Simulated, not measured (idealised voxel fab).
process module | voxel self aligned vias
cross-section cut | 215 nm wide | cells 5 nm
A cross-section is a grid of square cells, given in bands from the top down. A band is one or more rows of cells.
Each band's line starts with the height of the band's top and of its bottom, in nm. Then come its materials from left to right, each with its width in nm. One material with "throughout" fills the band from edge to edge. "air" is empty space.
Height 0 is the level under which the wafer as received is all one material. The lowest band goes on downwards, as in "0 down".
A width such as "30 to 40" changes by the same amount from each row of cells to the next, from the band's top row to its bottom row.
"no change" after a step means that no cell of the cross-section changed.
closed voids: empty space of 8 cells or more with no open way to the top, each as width x height at its distance from the left edge, in nm
after a step's settings: what the simulator itself notes on the step
overlay nm, on a step with a mask: how far to the right of its planned place the mask lay; to the left if negative
plan
1 op RECEIVE | material Si
2 op CONFORMAL_DEP | material SiO2 | thk nm 10
3 op CONFORMAL_DEP | material SiCN | thk nm 5
4 op DIRECTIONAL_DEP | material lowk | thk nm 25
5 op PATTERN | tone open | mask id LINES | material resist | width nm 25 | pitch nm 55 | thk nm 20 | overlay nm 0
6 op DIRECTIONAL_ETCH | etch materials lowk | depth nm 25
7 op STRIP | etch materials resist
8 op CONFORMAL_DEP | material TiN | thk nm 5
9 op FILL_DEP | material W | thk nm 10
10 op CMP | height nm 40
11 op SELECTIVE_ETCH | etch materials W Ru TiN | depth nm 5
12 op FILL_DEP | material SiN | thk nm 5
13 op CMP | height nm 40
14 op DIRECTIONAL_DEP | material lowk | thk nm 20
15 op MASKED_ETCH | tone open | mask id VIAS | width nm 35 | pitch nm 110 | etch materials lowk | depth nm 20 | overlay nm 0
16 op MASKED_ETCH | tone open | mask id VIAS | width nm 35 | pitch nm 110 | etch materials SiN | depth nm 5 | overlay nm 0
17 op CONFORMAL_DEP | material TiN | thk nm 5
18 op FILL_DEP | material W | thk nm 10
19 op CMP | height nm 60
20 op CONFORMAL_DEP | material SiN | thk nm 5
as received, after step 1
  0 down: Si throughout
  closed voids: none
a wafer at the end: this start, this plan, one mistake
  65 to 60: SiN throughout
  60 to 40: lowk 35 | TiN 5 | W 25 | TiN 5 | lowk 75 | TiN 5 | W 25 | TiN 5 | lowk 35
  40 to 35: SiN 35 | TiN 35 | SiN 75 | TiN 35 | SiN 35
  35 to 15: lowk 40 | TiN 5 | W 15 | TiN 5 | lowk 30 | TiN 5 | W 15 | TiN 5 | lowk 30 | TiN 5 | W 15 | TiN 5 | lowk 40
  15 to 10: lowk 40 | TiN 25 | lowk 30 | TiN 25 | lowk 30 | TiN 25 | lowk 40
  10 to 0: SiO2 throughout
  0 down: Si throughout
  closed voids: none
what went wrong: step 3 was left out
